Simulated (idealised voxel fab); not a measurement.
Process module heading - voxel trench capacitor
Pictured: cross-section cut, 245 nm wide, on a grid of 5 nm square cells.
Square cells in a grid make up a cross-section in this document, and the grid is given as bands, listed from the top down, each one or more rows of cells.
Top, bottom (nm), then materials left to right with widths (nm); lone material tagged "full width" fills the whole band edge to edge; "empty" = empty space.
Basically, 0 is our baseline, since under it the wafer straight out of the box is all one material. The bottom band has no lower end and keeps on going down, so it looks like "top 0, no bottom".
Quick explanation for "30..40": the width changes in equal steps down the rows of cells, from the first number in the band's top row to the second number in its bottom row.
Any step labelled "all unchanged" changed none of the cells in the cross-section.
In "Unvented internal voids" the enclosed voids are listed, meaning empty spaces of 8 cells or larger without any opening to the top. The form is width x height at distance, distance from the left edge, units nm.
Past the settings on a step's line: simulator remark, on that step.
"overlay nm", when on a step's line for a step with a mask, measures how far to the right of its planned place the mask lay; a negative measure means to the left.
Process steps foreseen in the plan
1,RECEIVE (material Si)
2,CONFORMAL_DEP (material SiN; thk nm 10)
3,DIRECTIONAL_DEP (material aC; thk nm 15)
4,PATTERN (tone open; mask id TRENCH; material resist; width nm 20; pitch nm 40; thk nm 35; overlay nm 0)
5,DIRECTIONAL_ETCH (etch materials aC; depth nm 15)
6,STRIP (etch materials resist)
7,DIRECTIONAL_ETCH (etch materials SiN; depth nm 10)
8,DIRECTIONAL_ETCH (etch materials Si; depth nm 30)
9,STRIP (etch materials aC)
10,CONFORMAL_DEP (material Al2O3; thk nm 5)
11,FILL_DEP (material polySi; thk nm 10)
12,CMP (height nm 10)
Incoming wafer, cross-sectional view, post step 1
top 0, no bottom  Si full width
Unvented internal voids: none
End-of-module XS, first of two wafers, run as planned
top 10, bottom 0  90 nm SiN / 5 nm Al2O3 / 10 nm polySi / 5 nm Al2O3 / 20 nm SiN / 5 nm Al2O3 / 10 nm polySi / 5 nm Al2O3 / 95 nm SiN
top 0, bottom -25  90 nm Si / 5 nm Al2O3 / 10 nm polySi / 5 nm Al2O3 / 20 nm Si / 5 nm Al2O3 / 10 nm polySi / 5 nm Al2O3 / 95 nm Si
top -25, bottom -30  90 nm Si / 20 nm Al2O3 / 20 nm Si / 20 nm Al2O3 / 95 nm Si
top -30, no bottom  Si full width
Unvented internal voids: none
What the second wafer looks like in cross-section once the module is done. Its start and its plan matched the first wafer's exactly; what differed was one mistake in how it was run
top 10, bottom 0  90 nm SiN / 5 nm Al2O3 / 10 nm polySi / 5 nm Al2O3 / 20 nm SiN / 5 nm Al2O3 / 10 nm polySi / 5 nm Al2O3 / 95 nm SiN
top 0, bottom -55  90 nm Si / 5 nm Al2O3 / 10 nm polySi / 5 nm Al2O3 / 20 nm Si / 5 nm Al2O3 / 10 nm polySi / 5 nm Al2O3 / 95 nm Si
top -55, bottom -60  90 nm Si / 20 nm Al2O3 / 20 nm Si / 20 nm Al2O3 / 95 nm Si
top -60, no bottom  Si full width
Unvented internal voids: none
Plan not followed: yeah, plan step 8 got run twice
Wafer comparison, final, in cells, second relative to first, materials more or fewer: Al2O3 +24; Si -48; polySi +24
